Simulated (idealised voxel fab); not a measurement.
Name of the process module below: voxel self aligned vias
FYI the section here is cut, 225 nm wide, cells are 5 nm squares.
Throughout this document, each cross-section is represented as a grid of square cells and is presented as a sequence of bands enumerated from the top downward, where a band comprises one or more rows of cells.
It is stipulated that each band's entry specify, in nanometres, the height of the top of the band and then that of its bottom, followed by the materials of the band in left-to-right sequence, each together with its width in nanometres. A single material marked by the word "throughout" is understood to fill the band from edge to edge; the word "air" is understood to denote empty space.
Ref level 0: as-received wafer is one material below here. Bottom band extends down with no lower bound ("0..down").
Per-row width for "30..40": begins at first number (top row of band), ends at second number (bottom row), increment between rows held constant.
Key: "nothing altered" - step with no changed cell in the cross-section.
Heads up: "Fully sealed voids" only lists the empty pockets with no open path to the top that are 8 cells or more, and it writes them as width x height at distance, distance from the left edge, in nm.
Whatever follows a step's settings on its line is a remark the simulator itself makes about that step.
"overlay nm" denotes, for a step that has a mask, the displacement of the mask to the right of its planned place, with negative values corresponding to the left.
[The steps planned for the process are as follows]
1. RECEIVE with material Si
2. CONFORMAL_DEP with material SiO2, thk nm 15
3. CONFORMAL_DEP with material SiCN, thk nm 5
4. DIRECTIONAL_DEP with material SiO2, thk nm 20
5. DIRECTIONAL_DEP with material aC, thk nm 10
6. PATTERN with tone open, mask id LINES, material resist, width nm 20, pitch nm 45, thk nm 25, overlay nm 0
7. DIRECTIONAL_ETCH with etch materials aC, depth nm 10
8. STRIP with etch materials resist
9. DIRECTIONAL_ETCH with etch materials SiO2, depth nm 20
10. STRIP with etch materials aC
11. CONFORMAL_DEP with material TiN, thk nm 5
12. FILL_DEP with material Ru, thk nm 10
13. CMP with height nm 40
14. SELECTIVE_ETCH with etch materials W Ru TiN, depth nm 5
15. FILL_DEP with material SiN, thk nm 10
16. CMP with height nm 40
17. DIRECTIONAL_DEP with material SiO2, thk nm 20
18. MASKED_ETCH with tone open, mask id VIAS, width nm 30, etch materials SiO2, depth nm 20, overlay nm 0
19. MASKED_ETCH with tone open, mask id VIAS, width nm 30, etch materials SiN, depth nm 5, overlay nm 0
20. CONFORMAL_DEP with material TiN, thk nm 5
21. FILL_DEP with material Ru, thk nm 5
22. CMP with height nm 60
23. CONFORMAL_DEP with material SiCN, thk nm 5
[Cross-section of the wafer as it came to us, i.e., already through step 1]
- 0..down | Si throughout
- Fully sealed voids: none
[Module complete - cross-section of the first of two wafers, run according to plan]
- 65..60 | SiCN throughout
- 60..45 | 75 of SiO2  5 of TiN  20 of Ru  5 of TiN  120 of SiO2
- 45..40 | 75 of SiO2  10 of TiN  10 of Ru  10 of TiN  120 of SiO2
- 40..35 | 80 of SiO2  20 of TiN  25 of SiO2  20 of SiN  80 of SiO2
- 35..25 | 80 of SiO2  5 of TiN  10 of Ru  5 of TiN  25 of SiO2  5 of TiN  10 of Ru  5 of TiN  80 of SiO2
- 25..20 | 80 of SiO2  20 of TiN  25 of SiO2  20 of TiN  80 of SiO2
- 20..15 | SiCN throughout
- 15..0 | SiO2 throughout
- 0..down | Si throughout
- Fully sealed voids: none
[Cross-sectional view: second of two wafers, end of module; start and plan identical to the first, one mistake in running]
- 65..60 | SiCN throughout
- 60..45 | 75 of SiO2  5 of TiN  20 of Ru  5 of TiN  120 of SiO2
- 45..40 | 75 of SiO2  10 of TiN  10 of Ru  10 of TiN  120 of SiO2
- 40..35 | 80 of SiO2  20 of TiN  25 of SiO2  20 of SiN  80 of SiO2
- 35..25 | 80 of SiO2  5 of TiN  10 of Ru  5 of TiN  25 of SiO2  5 of TiN  10 of Ru  5 of TiN  80 of SiO2
- 25..20 | 80 of SiO2  20 of TiN  25 of SiO2  20 of TiN  80 of SiO2
- 20..5 | SiO2 throughout
- 5..0 | SiCN throughout
- 0..down | Si throughout
- Fully sealed voids: none
Heads up, the wafer didn't run the way we planned it: the executed order of steps 2 and 3 is the reverse of that specified in the plan, each step having taken the other's position
Cell counts per material: same on both final wafers. Positions: different.
